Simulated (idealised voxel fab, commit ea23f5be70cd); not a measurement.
A process module follows: voxel double patterning.
The cross-section shown here is cut; it is 255 nm wide and divided into square cells measuring 5 nm on a side.
Heads up, the way a cross-section reads in here is a grid of square cells, handed over as bands from the top down, with every band being one or more rows of cells. Read a band's entry like this: the first values are the height of its top and the height of its bottom in nm, and what follows is the sequence of materials from left to right, each with its width in nm. Note that "air" is empty space, and that a single material marked "edge to edge" reaches across the band from edge to edge. Heights are measured from 0, the level below which the as-received wafer is all one material; the lowest band has no bottom and continues downward, written as in "0 down". A width such as "30->40" changes by the same amount from each row of cells to the next, from the band's top row to its bottom row. When a step is marked "nothing was modified", none of the cells in the cross-section changed during that step. This entry, "Entrapped voids", enumerates those empty regions of no fewer than 8 cells that possess no open connection to the top. Each region is reported in the form width x height at distance, the distance being taken from the left edge, with all three quantities expressed in nm. Where a step's line continues beyond its settings, the continuation is a remark by the simulator itself on that step. When a step includes a mask, the "overlay nm" setting on its line states how far to the right of its planned place that mask lay, and negative values state how far to the left.

Process steps foreseen in the plan
- 1: RECEIVE | material Si
- 2: CONFORMAL_DEP | material SiN | thk nm 10
- 3: DIRECTIONAL_DEP | material SiO2 | thk nm 15
- 4: DIRECTIONAL_DEP | material SiCN | thk nm 5
- 5: DIRECTIONAL_DEP | material aC | thk nm 10
- 6: PATTERN | tone open | mask id FIRST | material resist | width nm 15 | pitch nm 50 | thk nm 25 | overlay nm 0
- 7: DIRECTIONAL_ETCH | etch materials aC | depth nm 10
- 8: STRIP | etch materials resist
- 9: DIRECTIONAL_ETCH | etch materials SiCN | depth nm 5
- 10: STRIP | etch materials aC
- 11: MASKED_ETCH | tone open | mask id SECOND | width nm 15 | etch materials SiCN | depth nm 5 | overlay nm 0
- 12: DIRECTIONAL_ETCH | etch materials SiO2 | depth nm 15
- 13: STRIP | etch materials SiCN

First of two wafers, processed according to plan

Cross-section, incoming material, after step 1
	0 down  Si edge to edge
	Entrapped voids: none

Wafer section view after processing step 2
	10 to 0  SiN edge to edge
	Rest of section, below 0: as before.

Wafer section view after processing step 3
	25 to 10  SiO2 edge to edge
	Rest of section, below 10: as before.

Wafer section view after processing step 4
	30 to 25  SiCN edge to edge
	Rest of section, below 25: as before.

Wafer section view after processing step 5
	40 to 30  aC edge to edge
	Rest of section, below 30: as before.

Wafer section view after processing step 6
	65 to 40  95 nm resist / 15 nm air / 35 nm resist / 15 nm air / 95 nm resist
	Rest of section, below 40: as before.

Wafer section view after processing step 7
	55 to 40  95 nm resist / 15 nm air / 35 nm resist / 15 nm air / 95 nm resist
	40 to 30  95 nm aC / 15 nm air / 35 nm aC / 15 nm air / 95 nm aC
	Rest of section, below 30: as before.

Wafer section view after processing step 8
	40 to 30  95 nm aC / 15 nm air / 35 nm aC / 15 nm air / 95 nm aC
	Rest of section, below 30: as before.

Wafer section view after processing step 9
	40 to 30  95 nm aC / 15 nm air / 35 nm aC / 15 nm air / 95 nm aC
	30 to 25  95 nm SiCN / 15 nm air / 35 nm SiCN / 15 nm air / 95 nm SiCN
	Rest of section, below 25: as before.

Wafer section view after processing step 10
	30 to 25  95 nm SiCN / 15 nm air / 35 nm SiCN / 15 nm air / 95 nm SiCN
	Rest of section, below 25: as before.

Wafer section view after processing step 11
	30 to 25  95 nm SiCN / 15 nm air / 10 nm SiCN / 15 nm air / 10 nm SiCN / 15 nm air / 95 nm SiCN
	Rest of section, below 25: as before.

Wafer section view after processing step 12
	30 to 25  95 nm SiCN / 15 nm air / 10 nm SiCN / 15 nm air / 10 nm SiCN / 15 nm air / 95 nm SiCN
	25 to 10  95 nm SiO2 / 15 nm air / 10 nm SiO2 / 15 nm air / 10 nm SiO2 / 15 nm air / 95 nm SiO2
	Rest of section, below 10: as before.

Wafer section view after processing step 13
	25 to 10  95 nm SiO2 / 15 nm air / 10 nm SiO2 / 15 nm air / 10 nm SiO2 / 15 nm air / 95 nm SiO2
	Rest of section, below 10: as before.

Wafer two of the pair: same origin, same plan, one error during the run; identical to wafer one up to and including step 1

The second wafer cut through, at the time step 2 was supposed to be finished
	15 to 0  SiO2 edge to edge
	Rest of section, below 0: as before.

The second wafer cut through, at the time step 3 was supposed to be finished
	25 to 15  SiN edge to edge
	Rest of section, below 15: as before.

The second wafer cut through, at the time step 4 was supposed to be finished
	30 to 25  SiCN edge to edge
	Rest of section, below 25: as before.

The second wafer cut through, at the time step 5 was supposed to be finished
	40 to 30  aC edge to edge
	Rest of section, below 30: as before.

The second wafer cut through, at the time step 6 was supposed to be finished
	65 to 40  95 nm resist / 15 nm air / 35 nm resist / 15 nm air / 95 nm resist
	Rest of section, below 40: as before.

The second wafer cut through, at the time step 7 was supposed to be finished
	55 to 40  95 nm resist / 15 nm air / 35 nm resist / 15 nm air / 95 nm resist
	40 to 30  95 nm aC / 15 nm air / 35 nm aC / 15 nm air / 95 nm aC
	Rest of section, below 30: as before.

The second wafer cut through, at the time step 8 was supposed to be finished
	40 to 30  95 nm aC / 15 nm air / 35 nm aC / 15 nm air / 95 nm aC
	Rest of section, below 30: as before.

The second wafer cut through, at the time step 9 was supposed to be finished
	40 to 30  95 nm aC / 15 nm air / 35 nm aC / 15 nm air / 95 nm aC
	30 to 25  95 nm SiCN / 15 nm air / 35 nm SiCN / 15 nm air / 95 nm SiCN
	Rest of section, below 25: as before.

The second wafer cut through, at the time step 10 was supposed to be finished
	30 to 25  95 nm SiCN / 15 nm air / 35 nm SiCN / 15 nm air / 95 nm SiCN
	Rest of section, below 25: as before.

The second wafer cut through, at the time step 11 was supposed to be finished
	30 to 25  95 nm SiCN / 15 nm air / 10 nm SiCN / 15 nm air / 10 nm SiCN / 15 nm air / 95 nm SiCN
	Rest of section, below 25: as before.

The second wafer cut through, at the time step 12 was supposed to be finished: nothing was modified

The second wafer cut through, at the time step 13 was supposed to be finished
	25 to 15  SiN edge to edge
	Rest of section, below 15: as before.
what went wrong: step 3 occupied the plan position of step 2, and the converse holds as well
FYI, end of process, the second wafer has more or fewer cells of some materials than the first: 27 more of SiO2
